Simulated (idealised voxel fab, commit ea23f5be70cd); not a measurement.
A process module follows: voxel self aligned contacts.
Xsec cut, 280 nm wide, square cell size 5 nm.
Each cross-section below is a grid of square cells, stated as bands in top-down order, with one or more rows of cells making up each band.
Each band's line starts with the height of the band's top and of its bottom, in nm. Then come its materials from left to right, each with its width in nm. One material with "full width" fills the band from edge to edge. "blank" is empty space.
Heights are reckoned from 0. Under this level, the received wafer is all of one material. The bottommost band is open-ended downward, for example "top 0, no bottom".
Width "30 to 40": first value at the band's top row of cells, second value at its bottom row, equal change from row to row.
Where a step carries "no change", the cross-section came out of it unchanged, cell for cell.
Closed-off voids of 8+ cells (no open route to the top) go in "Enclosed void entries", written width x height at distance from the left edge, in nm.
Where a step's line continues beyond its settings, the continuation is a remark by the simulator itself on that step.
overlay nm: step with mask; distance mask lay right of planned place; negative value = left of planned place.

## Listed below are the process steps as planned
1 RECEIVE | material Si
2 CONFORMAL_DEP | material SiO2 | thk nm 5
3 DIRECTIONAL_DEP | material polySi | thk nm 20
4 DIRECTIONAL_DEP | material SiN | thk nm 20
5 MASKED_ETCH | tone cover | mask id GATE | width nm 25 | pitch nm 55 | etch materials SiN | depth nm 20 | overlay nm 0
6 MASKED_ETCH | tone cover | mask id GATE | width nm 25 | pitch nm 55 | etch materials polySi | depth nm 20 | overlay nm 0
7 CONFORMAL_DEP | material SiN | thk nm 5
8 DIRECTIONAL_ETCH | etch materials SiN | depth nm 5
9 FILL_DEP | material SiO2 | thk nm 15
10 CMP | height nm 50
11 MASKED_ETCH | tone open | mask id CONTACT | width nm 40 | pitch nm 55 | etch materials SiO2 | depth nm 50 | overlay nm 0
12 CONFORMAL_DEP | material TiN | thk nm 5
13 FILL_DEP | material W | thk nm 5
14 CMP | height nm 50
15 CONFORMAL_DEP | material SiCN | thk nm 5

## Received-state cross-section, reflecting completion of step 1
    top 0, no bottom = Si full width
    Enclosed void entries: none

## Wafer cross-section at end of module: start and plan as shown above, one execution error
    top 55, bottom 50 = SiCN full width
    top 50, bottom 45 = SiO2 (90)  TiN (15)  W (10)  TiN (15)  SiO2 (15)  TiN (15)  W (10)  TiN (15)  SiO2 (95)
    top 45, bottom 25 = SiO2 (65)  SiN (35)  TiN (5)  W (10)  TiN (5)  SiN (35)  TiN (5)  W (10)  TiN (5)  SiN (35)  SiO2 (70)
    top 25, bottom 20 = SiO2 (100)  TiN (20)  SiO2 (35)  TiN (20)  SiO2 (105)
    top 20, bottom 0 = polySi full width
    top 0, no bottom = Si full width
    Enclosed void entries: none
Short version of what went wrong: transposition of steps 2 and 3 relative to the planned sequence
